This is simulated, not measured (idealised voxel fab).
Process module, titled voxel transistor to metal
Section shown: cut. Width: 215 nm. Cell size: 5 nm, square.
Cross-sections here: square-cell grids, written as top-down lists of bands, a band being one or more rows of cells. First you get the band's top height and its bottom height, in nm, and then the materials it's made of, left to right, with each width in nm. If you see a single material with "throughout", that one covers the band edge to edge. "blank" is empty space. Counting heights begins at 0, where everything beneath is, in the wafer as received, one material. The lowest band has no bottom; it goes on downwards, as "0 and below" shows. Width spec "30..40" -> top row of cells at first value, bottom row at second value, equal per-row change in between. "nothing changed" -> step changed no cross-section cell. The entry titled "Closed-off voids" provides the empty spaces that have no open way to the top, restricted to those of 8 cells or more. Each is presented as width x height at distance, the distance being measured from the left edge, with all three in nm. That trailing text on a step's line, after the settings, is the simulator's own remark on the step. overlay nm: mask right of planned place by this much (step with mask). Neg. = left.
**So here's the lineup of process steps we planned**
1,RECEIVE [material Si]
2,CONFORMAL_DEP [material SiO2] [thk nm 5]
3,CONFORMAL_DEP [material SiN] [thk nm 15]
4,MASKED_ETCH [tone cover] [mask id ACTIVE] [width nm 110] [etch materials SiN] [depth nm 15] [overlay nm 0]
5,MASKED_ETCH [tone cover] [mask id ACTIVE] [width nm 110] [etch materials SiO2] [depth nm 5] [overlay nm 0]
6,MASKED_ETCH [tone cover] [mask id ACTIVE] [width nm 110] [etch materials Si] [depth nm 25] [overlay nm 0]
7,OXIDIZE [depth nm 5]
8,FILL_DEP [material SiO2] [thk nm 15]
9,CMP [height nm 20]
10,SELECTIVE_ETCH [etch materials SiO2] [depth nm 15]
11,STRIP [etch materials SiN]
12,SELECTIVE_ETCH [etch materials SiO2] [depth nm 5]
13,OXIDIZE [depth nm 5]
14,DIRECTIONAL_DEP [material polySi] [thk nm 30]
15,DIRECTIONAL_DEP [material SiCN] [thk nm 15]
16,DIRECTIONAL_DEP [material aC] [thk nm 15]
17,PATTERN [tone cover] [mask id GATE] [material resist] [width nm 30] [thk nm 30] [overlay nm 0]
18,DIRECTIONAL_ETCH [etch materials aC] [depth nm 15]
19,STRIP [etch materials resist]
20,DIRECTIONAL_ETCH [etch materials SiCN] [depth nm 25]
21,DIRECTIONAL_ETCH [etch materials polySi] [depth nm 40]
22,STRIP [etch materials aC]
23,CONFORMAL_DEP [material SiO2] [thk nm 5]
24,DIRECTIONAL_ETCH [etch materials SiO2] [depth nm 5]
25,CONFORMAL_DEP [material SiN] [thk nm 5]
26,DIRECTIONAL_ETCH [etch materials SiN] [depth nm 5]
27,DIRECTIONAL_ETCH [etch materials SiO2] [depth nm 5]
28,DIRECTIONAL_ETCH [etch materials Si] [depth nm 5]
29,EPI [material pSi] [thk nm 5]
30,FILL_DEP [material SiO2] [thk nm 5]
31,CMP [height nm 30]
32,STRIP [etch materials polySi]
33,SELECTIVE_ETCH [etch materials SiO2] [depth nm 5]
34,CONFORMAL_DEP [material HfO2] [thk nm 5]
35,CONFORMAL_DEP [material TiN] [thk nm 5]
36,FILL_DEP [material W] [thk nm 5]
37,CMP [height nm 25]
38,DIRECTIONAL_DEP [material SiO2] [thk nm 15]
39,DIRECTIONAL_DEP [material aC] [thk nm 15]
40,PATTERN [tone open] [mask id CONTACT] [material resist] [width nm 20] [pitch nm 80] [thk nm 30] [overlay nm 0]
41,DIRECTIONAL_ETCH [etch materials aC] [depth nm 15]
42,STRIP [etch materials resist]
43,DIRECTIONAL_ETCH [etch materials SiO2] [depth nm 45]
44,STRIP [etch materials aC]
45,CONFORMAL_DEP [material TiN] [thk nm 5]
46,FILL_DEP [material W] [thk nm 10]
47,CMP [height nm 40]
48,DIRECTIONAL_DEP [material TiN] [thk nm 5]
49,DIRECTIONAL_DEP [material Ru] [thk nm 20]
50,DIRECTIONAL_DEP [material aC] [thk nm 10]
51,PATTERN [tone cover] [mask id METAL_1] [material resist] [width nm 20] [pitch nm 80] [thk nm 25] [overlay nm 0]
52,DIRECTIONAL_ETCH [etch materials aC] [depth nm 10]
53,STRIP [etch materials resist]
54,DIRECTIONAL_ETCH [etch materials Ru] [depth nm 20]
55,DIRECTIONAL_ETCH [etch materials TiN] [depth nm 5]
56,STRIP [etch materials aC]
57,CONFORMAL_DEP [material SiCN] [thk nm 5]
58,FILL_DEP [material SiO2] [thk nm 10]
59,CMP [height nm 65]
60,CONFORMAL_DEP [material SiCN] [thk nm 5]
**The cross-section here shows the wafer as received, i.e. in its state after step 1**
  0 and below  Si throughout
  Closed-off voids: none
**This is how the wafer looks in cross-section once the module is done, given the starting state and plan above and one mistake in carrying the plan out**
  70 down to 65  SiCN throughout
  65 down to 45  SiO2 45 / SiCN 5 / Ru 20 / SiCN 5 / SiO2 50 / SiCN 5 / Ru 20 / SiCN 5 / SiO2 60
  45 down to 40  SiCN 50 / TiN 20 / SiCN 60 / TiN 20 / SiCN 65
  40 down to 25  SiO2 55 / TiN 5 / W 10 / TiN 5 / SiO2 60 / TiN 5 / W 10 / TiN 5 / SiO2 60
  25 down to 5  SiO2 55 / TiN 5 / W 10 / TiN 5 / SiO2 5 / SiN 5 / HfO2 5 / TiN 5 / W 20 / TiN 5 / HfO2 5 / SiN 5 / SiO2 5 / TiN 5 / W 10 / TiN 5 / SiO2 60
  5 down to 0  SiO2 55 / TiN 5 / W 10 / TiN 5 / SiO2 5 / SiN 5 / HfO2 5 / TiN 30 / HfO2 5 / SiN 5 / SiO2 5 / TiN 5 / W 10 / TiN 5 / SiO2 60
  0 down to -5  SiO2 55 / TiN 20 / pSi 5 / SiO2 5 / HfO2 40 / SiO2 5 / pSi 5 / TiN 20 / SiO2 60
  -5 down to -10  SiO2 55 / pSi 25 / Si 50 / pSi 25 / SiO2 60
  -10 down to -30  SiO2 55 / Si 100 / SiO2 60
  -30 and below  Si throughout
  Closed-off voids: none
What was the processing mistake? so step 51 ended up running with a different setting than we planned, it ran as PATTERN [tone cover] [mask id METAL_1] [material resist] [width nm 20] [pitch nm 80] [thk nm 25] [overlay nm -5]
